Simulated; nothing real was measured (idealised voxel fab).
You're looking at the process module voxel self aligned vias.
The cross-section shown here is cut; it is 225 nm wide and divided into square cells measuring 5 nm on a side.
How to read a cross-section here: the picture is a grid of square cells, written as bands going from the top down, and any band can span one or more rows of cells. This entry defines a band. It first specifies the height of the band's top and the height of its bottom in nm, and then specifies the band's materials from left to right, stating each material with its width in nm. The word "everywhere" identifies a single material that fills the band from edge to edge, while the word "blank" identifies empty space. It should be noted that heights are counted from 0, beneath which the wafer as supplied is of one material throughout, and that the lowest band possesses no lower boundary but continues downward, as written in "0 and below". The width entry "30..40" should be interpreted row by row: the top row of cells in the band takes the first number, the bottom row takes the second number, and the change between adjacent rows is uniform throughout. What does "left unchanged" mean for a step? It means no cell of the cross-section changed in that step. "Tabulated closed voids" lists enclosed empty spaces (at least 8 cells, no open path upward to the top), each as width x height at distance from the left edge, in nm. On each step's line, the part that comes after the settings is the simulator's own comment on the step. overlay nm: on a step with a mask, how far right of its planned place the mask lay; negative means left.

plan
1,RECEIVE | material Si
2,CONFORMAL_DEP | material SiO2 | thk nm 10
3,CONFORMAL_DEP | material SiCN | thk nm 5
4,DIRECTIONAL_DEP | material lowk | thk nm 20
5,MASKED_ETCH | tone open | mask id LINES | width nm 30 | pitch nm 55 | etch materials lowk | depth nm 20 | overlay nm 0
6,CONFORMAL_DEP | material TiN | thk nm 5
7,FILL_DEP | material Ru | thk nm 10
8,CMP | height nm 35
9,SELECTIVE_ETCH | etch materials W Ru TiN | depth nm 5
10,FILL_DEP | material SiN | thk nm 5
11,CMP | height nm 35
12,DIRECTIONAL_DEP | material lowk | thk nm 15
13,DIRECTIONAL_DEP | material aC | thk nm 10
14,PATTERN | tone open | mask id VIAS | material resist | width nm 30 | pitch nm 55 | thk nm 30 | overlay nm 0
15,DIRECTIONAL_ETCH | etch materials aC | depth nm 10
16,STRIP | etch materials resist
17,DIRECTIONAL_ETCH | etch materials lowk | depth nm 15
18,DIRECTIONAL_ETCH | etch materials SiN | depth nm 5
19,STRIP | etch materials aC
20,CONFORMAL_DEP | material TiN | thk nm 5
21,FILL_DEP | material Ru | thk nm 10
22,CMP | height nm 50
23,CONFORMAL_DEP | material SiN | thk nm 5
Quick note for whoever runs this: the wafers start identical, but the width nm at step 14 isn't the same across them. The plan just shows what the first wafer had.

First of several wafers, received after step 1, in cross-section
	0 and below: Si everywhere
	Tabulated closed voids: none

Cross-section of the first of several wafers once the module has run through its last step, step 23
	55 down to 50: SiN everywhere
	50 down to 35: 40 of lowk, 5 of TiN, 20 of Ru, 5 of TiN, 25 of lowk, 5 of TiN, 20 of Ru, 5 of TiN, 25 of lowk, 5 of TiN, 20 of Ru, 5 of TiN, 45 of lowk
	35 down to 30: 40 of lowk, 30 of TiN, 25 of lowk, 30 of TiN, 25 of lowk, 30 of TiN, 45 of lowk
	30 down to 20: 40 of lowk, 5 of TiN, 20 of Ru, 5 of TiN, 25 of lowk, 5 of TiN, 20 of Ru, 5 of TiN, 25 of lowk, 5 of TiN, 20 of Ru, 5 of TiN, 45 of lowk
	20 down to 15: 40 of lowk, 30 of TiN, 25 of lowk, 30 of TiN, 25 of lowk, 30 of TiN, 45 of lowk
	15 down to 10: SiCN everywhere
	10 down to 0: SiO2 everywhere
	0 and below: Si everywhere
	Tabulated closed voids: none

Last wafer, end of module, cross-section
	55 down to 50: SiN everywhere
	50 down to 40: 35 of lowk, 5 of TiN, 30 of Ru, 5 of TiN, 15 of lowk, 5 of TiN, 30 of Ru, 5 of TiN, 15 of lowk, 5 of TiN, 30 of Ru, 5 of TiN, 40 of lowk
	40 down to 35: 35 of lowk, 10 of TiN, 20 of Ru, 10 of TiN, 15 of lowk, 10 of TiN, 20 of Ru, 10 of TiN, 15 of lowk, 10 of TiN, 20 of Ru, 10 of TiN, 40 of lowk
	35 down to 30: 40 of lowk, 30 of TiN, 25 of lowk, 30 of TiN, 25 of lowk, 30 of TiN, 45 of lowk
	30 down to 20: 40 of lowk, 5 of TiN, 20 of Ru, 5 of TiN, 25 of lowk, 5 of TiN, 20 of Ru, 5 of TiN, 25 of lowk, 5 of TiN, 20 of Ru, 5 of TiN, 45 of lowk
	20 down to 15: 40 of lowk, 30 of TiN, 25 of lowk, 30 of TiN, 25 of lowk, 30 of TiN, 45 of lowk
	15 down to 10: SiCN everywhere
	10 down to 0: SiO2 everywhere
	0 and below: Si everywhere
	Tabulated closed voids: none

Per-wafer rows below. For each material: cells gained (+) or lost (-) since the wafer was received, as of end of module. Then: closed voids
width nm 30 | +60 Ru | +45 SiCN | +45 SiN | +90 SiO2 | +66 TiN | +189 lowk | Tabulated closed voids: none
width nm 35 | +66 Ru | +45 SiCN | +45 SiN | +90 SiO2 | +69 TiN | +180 lowk | Tabulated closed voids: none
width nm 40 | +72 Ru | +45 SiCN | +45 SiN | +90 SiO2 | +72 TiN | +171 lowk | Tabulated closed voids: none
